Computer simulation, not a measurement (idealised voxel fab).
This is a process module. Its name is voxel capacitor over wiring.
We display cut, a cross-section 145 nm in width whose square cells are each 5 nm.
Heads up, the way a cross-section reads in here is a grid of square cells, handed over as bands from the top down, with every band being one or more rows of cells.
Top, bottom (nm), then materials left to right with widths (nm); lone material tagged "all across" fills the whole band edge to edge; "empty" = empty space.
Below 0: as-received wafer, all one material; heights counted from there. Lowest band: no bottom, goes on down, written "0..down".
Note: "30..40" means the width goes from the first number (top row of the band) to the second number (bottom row) in equal steps per row of cells.
No cell of the cross-section changed in a step that is given as "no modifications".
Basically, "Entrapped voids" tells you about the enclosed voids: empty spaces with no open way to the top, 8 cells or bigger, each written width x height at distance, where distance is from the left edge, all in nm.
Post-settings text on a step line: simulator's own remark regarding the step.
The line of a step may include "overlay nm". On a step with a mask, this value is how far to the right of its planned place the mask lay. A negative value means the mask lay to the left.
# Set out below are the planned steps of the process
1. op RECEIVE | material Si
2. op CONFORMAL_DEP | material SiO2 | thk nm 15
3. op CONFORMAL_DEP | material SiN | thk nm 5
4. op DIRECTIONAL_DEP | material SiO2 | thk nm 15
5. op MASKED_ETCH | tone open | mask id METAL_1 | width nm 25 | pitch nm 75 | etch materials SiO2 | depth nm 15 | overlay nm 0
6. op MASKED_ETCH | tone open | mask id METAL_1 | width nm 25 | pitch nm 75 | etch materials SiN | depth nm 5 | overlay nm 0
7. op CONFORMAL_DEP | material TiN | thk nm 5
8. op FILL_DEP | material Ru | thk nm 10
9. op CMP | height nm 35
10. op CONFORMAL_DEP | material SiCN | thk nm 5
11. op DIRECTIONAL_DEP | material lowk | thk nm 15
12. op PATTERN | tone open | mask id PLUG_1 | material resist | width nm 15 | thk nm 15 | overlay nm 0
13. op DIRECTIONAL_ETCH | etch materials lowk | depth nm 15
14. op DIRECTIONAL_ETCH | etch materials SiCN | depth nm 5
15. op STRIP | etch materials resist
16. op EPI | material Ru | thk nm 10
17. op EPI | material Ru | thk nm 10
18. op DIRECTIONAL_DEP | material TiN | thk nm 5
19. op DIRECTIONAL_DEP | material HfO2 | thk nm 5
20. op DIRECTIONAL_DEP | material TiN | thk nm 10
21. op DIRECTIONAL_DEP | material aC | thk nm 15
22. op PATTERN | tone cover | mask id UPPER_PLATE | material resist | width nm 55 | thk nm 30 | overlay nm 0
23. op DIRECTIONAL_ETCH | etch materials aC | depth nm 15
24. op STRIP | etch materials resist
25. op DIRECTIONAL_ETCH | etch materials TiN | depth nm 10
26. op DIRECTIONAL_ETCH | etch materials HfO2 | depth nm 5
27. op STRIP | etch materials aC
28. op MASKED_ETCH | tone cover | mask id LOWER_PLATE | width nm 65 | etch materials TiN | depth nm 5 | overlay nm 0
29. op FILL_DEP | material SiO2 | thk nm 15
30. op CMP | height nm 85
31. op MASKED_ETCH | tone open | mask id PLUG_2 | width nm 15 | etch materials SiO2 | depth nm 10 | overlay nm 0
32. op CONFORMAL_DEP | material TiN | thk nm 5
33. op FILL_DEP | material W | thk nm 5
34. op CMP | height nm 85
35. op CONFORMAL_DEP | material SiN | thk nm 5
# Cross-section of the incoming wafer, state after step 1
0..down | Si all across
Entrapped voids: none
# This is how the wafer looks in cross-section once the module is done, given the starting state and plan above and one mistake in carrying the plan out
90..85 | SiN all across
85..80 | SiO2 40, then TiN 5, then W 5, then TiN 5, then SiO2 90
80..75 | SiO2 40, then TiN 15, then SiO2 90
75..65 | SiO2 45, then TiN 40, then SiO2 60
65..60 | SiO2 30, then TiN 15, then HfO2 40, then SiO2 60
60..55 | SiO2 25, then TiN 65, then SiO2 55
55..50 | lowk 30, then HfO2 15, then lowk 100
50..45 | lowk 30, then TiN 15, then lowk 100
45..40 | lowk 30, then Ru 15, then lowk 100
40..35 | SiCN 30, then Ru 15, then SiCN 100
35..20 | SiO2 20, then TiN 5, then Ru 15, then TiN 5, then SiO2 50, then TiN 5, then Ru 15, then TiN 5, then SiO2 25
20..15 | SiN 20, then TiN 25, then SiN 50, then TiN 25, then SiN 25
15..0 | SiO2 all across
0..down | Si all across
Entrapped voids: none
What broke from the plan during processing? since steps 16 and 17 are all the same, there's no way to know which one of them was skipped, only that one was
